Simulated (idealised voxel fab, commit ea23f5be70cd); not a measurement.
You're looking at the process module voxel ribs on slabs.
It is cross-section cut that appears here, measuring 220 nm in width, its square cells being 5 nm in size.
Notation: cross-section as square-cell grid; stated in bands, top first, going down; one or more cell rows per band.
Per band: top height and bottom height in nm, followed by the left-to-right materials and their widths in nm; "full width" marks a single material spanning edge to edge, "empty" marks empty space.
Height is counted from the level 0, under which the received wafer is composed throughout of one material. The lowest of the bands is not closed at the bottom but continues downward, in the notation "top 0, no bottom".
You'd read "30 to 40" like this: the band's top row of cells is as wide as the first number, its bottom row is as wide as the second, and going down, every row changes width by the same amount as the row before did.
The cross-section has no changed cell in any step marked "no change".
In "Sealed internal voids" the enclosed voids are listed, meaning empty spaces of 8 cells or larger without any opening to the top. The form is width x height at distance, distance from the left edge, units nm.
Note: text after step settings on the step line = simulator remark on that step.
A step's line can hold "overlay nm"; with a mask on that step, the setting says how far right of the planned place the mask lay, while a negative setting says it lay to the left.
-- Steps planned for the process
| 1 | RECEIVE: material Si |
| 2 | DIRECTIONAL_DEP: material SiO2, thk nm 30 |
| 3 | DIRECTIONAL_DEP: material SiN, thk nm 15 |
| 4 | MASKED_ETCH: tone cover, mask id RIB, width nm 15, etch materials SiN, depth nm 10, overlay nm 0 |
| 5 | PATTERN: tone cover, mask id SLAB, material resist, width nm 55, thk nm 20, overlay nm 0 |
| 6 | DIRECTIONAL_ETCH: etch materials SiN, depth nm 5 |
| 7 | STRIP: etch materials resist |
| 8 | FILL_DEP: material SiO2, thk nm 25 |
| 9 | CMP: height nm 60 |
| 10 | DIRECTIONAL_DEP: material TiN, thk nm 5 |
| 11 | DIRECTIONAL_DEP: material aC, thk nm 15 |
| 12 | PATTERN: tone cover, mask id HEATER, material resist, width nm 25, thk nm 35, overlay nm 0 |
| 13 | DIRECTIONAL_ETCH: etch materials aC, depth nm 15 |
| 14 | STRIP: etch materials resist |
| 15 | DIRECTIONAL_ETCH: etch materials TiN, depth nm 5 |
| 16 | STRIP: etch materials aC |
| 17 | CONFORMAL_DEP: material SiO2, thk nm 5 |
-- Of two wafers, the first: run according to plan
-- Cross-section, incoming material, after step 1
> top 0, no bottom = Si full width
> Sealed internal voids: none
-- Once step 2 is through, the wafer looks like this in cross-section
> top 30, bottom 0 = SiO2 full width
> Under the height 0 nothing was changed.
-- Once step 3 is through, the wafer looks like this in cross-section
> top 45, bottom 30 = SiN full width
> Under the height 30 nothing was changed.
-- Once step 4 is through, the wafer looks like this in cross-section
> top 45, bottom 35 = 100 of empty / 15 of SiN / 105 of empty
> Under the height 35 nothing was changed.
-- Once step 5 is through, the wafer looks like this in cross-section
> top 65, bottom 45 = 80 of empty / 55 of resist / 85 of empty
> top 45, bottom 35 = 80 of empty / 20 of resist / 15 of SiN / 20 of resist / 85 of empty
> Under the height 35 nothing was changed.
-- Once step 6 is through, the wafer looks like this in cross-section
> top 65, bottom 45 = 80 of empty / 55 of resist / 85 of empty
> top 45, bottom 35 = 80 of empty / 20 of resist / 15 of SiN / 20 of resist / 85 of empty
> top 35, bottom 30 = 80 of empty / 55 of SiN / 85 of empty
> Under the height 30 nothing was changed.
-- Once step 7 is through, the wafer looks like this in cross-section
> top 45, bottom 35 = 100 of empty / 15 of SiN / 105 of empty
> Under the height 35 nothing was changed.
-- Once step 8 is through, the wafer looks like this in cross-section
> top 70, bottom 45 = SiO2 full width
> top 45, bottom 35 = 100 of SiO2 / 15 of SiN / 105 of SiO2
> top 35, bottom 30 = 80 of SiO2 / 55 of SiN / 85 of SiO2
> Under the height 30 nothing was changed.
-- Once step 9 is through, the wafer looks like this in cross-section
> top 60, bottom 45 = SiO2 full width
> Under the height 45 nothing was changed.
-- Once step 10 is through, the wafer looks like this in cross-section
> top 65, bottom 60 = TiN full width
> Under the height 60 nothing was changed.
-- Once step 11 is through, the wafer looks like this in cross-section
> top 80, bottom 65 = aC full width
> Under the height 65 nothing was changed.
-- Once step 12 is through, the wafer looks like this in cross-section
> top 115, bottom 80 = 95 of empty / 25 of resist / 100 of empty
> Under the height 80 nothing was changed.
-- Once step 13 is through, the wafer looks like this in cross-section
> top 100, bottom 80 = 95 of empty / 25 of resist / 100 of empty
> top 80, bottom 65 = 95 of empty / 25 of aC / 100 of empty
> Under the height 65 nothing was changed.
-- Once step 14 is through, the wafer looks like this in cross-section
> top 80, bottom 65 = 95 of empty / 25 of aC / 100 of empty
> Under the height 65 nothing was changed.
-- Once step 15 is through, the wafer looks like this in cross-section
> top 80, bottom 65 = 95 of empty / 25 of aC / 100 of empty
> top 65, bottom 60 = 95 of empty / 25 of TiN / 100 of empty
> Under the height 60 nothing was changed.
-- Once step 16 is through, the wafer looks like this in cross-section
> top 65, bottom 60 = 95 of empty / 25 of TiN / 100 of empty
> Under the height 60 nothing was changed.
-- Once step 17 is through, the wafer looks like this in cross-section
> top 70, bottom 65 = 90 of empty / 35 of SiO2 / 95 of empty
> top 65, bottom 60 = 95 of SiO2 / 25 of TiN / 100 of SiO2
> Under the height 60 nothing was changed.
-- Second wafer. Start and plan as for the first. One mistake made in running. Agrees with the first up to and including step 2
-- Second wafer, cross-section, planned end of step 3
> top 60, bottom 30 = SiN full width
> Under the height 30 nothing was changed.
-- Second wafer, cross-section, planned end of step 4
> top 60, bottom 50 = 100 of empty / 15 of SiN / 105 of empty
> Under the height 50 nothing was changed.
-- Second wafer, cross-section, planned end of step 5
> top 80, bottom 60 = 80 of empty / 55 of resist / 85 of empty
> top 60, bottom 50 = 80 of empty / 20 of resist / 15 of SiN / 20 of resist / 85 of empty
> Under the height 50 nothing was changed.
-- Second wafer, cross-section, planned end of step 6
> top 80, bottom 60 = 80 of empty / 55 of resist / 85 of empty
> top 60, bottom 50 = 80 of empty / 20 of resist / 15 of SiN / 20 of resist / 85 of empty
> top 50, bottom 45 = 80 of empty / 55 of SiN / 85 of empty
> Under the height 45 nothing was changed.
-- Second wafer, cross-section, planned end of step 7
> top 60, bottom 50 = 100 of empty / 15 of SiN / 105 of empty
> Under the height 50 nothing was changed.
-- Second wafer, cross-section, planned end of step 8
> top 85, bottom 60 = SiO2 full width
> top 60, bottom 50 = 100 of SiO2 / 15 of SiN / 105 of SiO2
> top 50, bottom 45 = 80 of SiO2 / 55 of SiN / 85 of SiO2
> Under the height 45 nothing was changed.
-- Second wafer, cross-section, planned end of step 9
> top 60, bottom 50 = 100 of SiO2 / 15 of SiN / 105 of SiO2
> Under the height 50 nothing was changed.
-- Second wafer, cross-section, planned end of step 10
> top 65, bottom 60 = TiN full width
> Under the height 60 nothing was changed.
-- Second wafer, cross-section, planned end of step 11
> top 80, bottom 65 = aC full width
> Under the height 65 nothing was changed.
-- Second wafer, cross-section, planned end of step 12
> top 115, bottom 80 = 95 of empty / 25 of resist / 100 of empty
> Under the height 80 nothing was changed.
-- Second wafer, cross-section, planned end of step 13
> top 100, bottom 80 = 95 of empty / 25 of resist / 100 of empty
> top 80, bottom 65 = 95 of empty / 25 of aC / 100 of empty
> Under the height 65 nothing was changed.
-- Second wafer, cross-section, planned end of step 14
> top 80, bottom 65 = 95 of empty / 25 of aC / 100 of empty
> Under the height 65 nothing was changed.
-- Second wafer, cross-section, planned end of step 15
> top 80, bottom 65 = 95 of empty / 25 of aC / 100 of empty
> top 65, bottom 60 = 95 of empty / 25 of TiN / 100 of empty
> Under the height 60 nothing was changed.
-- Second wafer, cross-section, planned end of step 16
> top 65, bottom 60 = 95 of empty / 25 of TiN / 100 of empty
> Under the height 60 nothing was changed.
-- Second wafer, cross-section, planned end of step 17
> top 70, bottom 65 = 90 of empty / 35 of SiO2 / 95 of empty
> top 65, bottom 60 = 95 of SiO2 / 25 of TiN / 100 of SiO2
> Under the height 60 nothing was changed.
What went wrong in running the wafer? twice over, step 3 of the plan was run
End check, counted in cells, second wafer has more or fewer of these materials than the first: SiN: 132 more; SiO2: 132 fewer
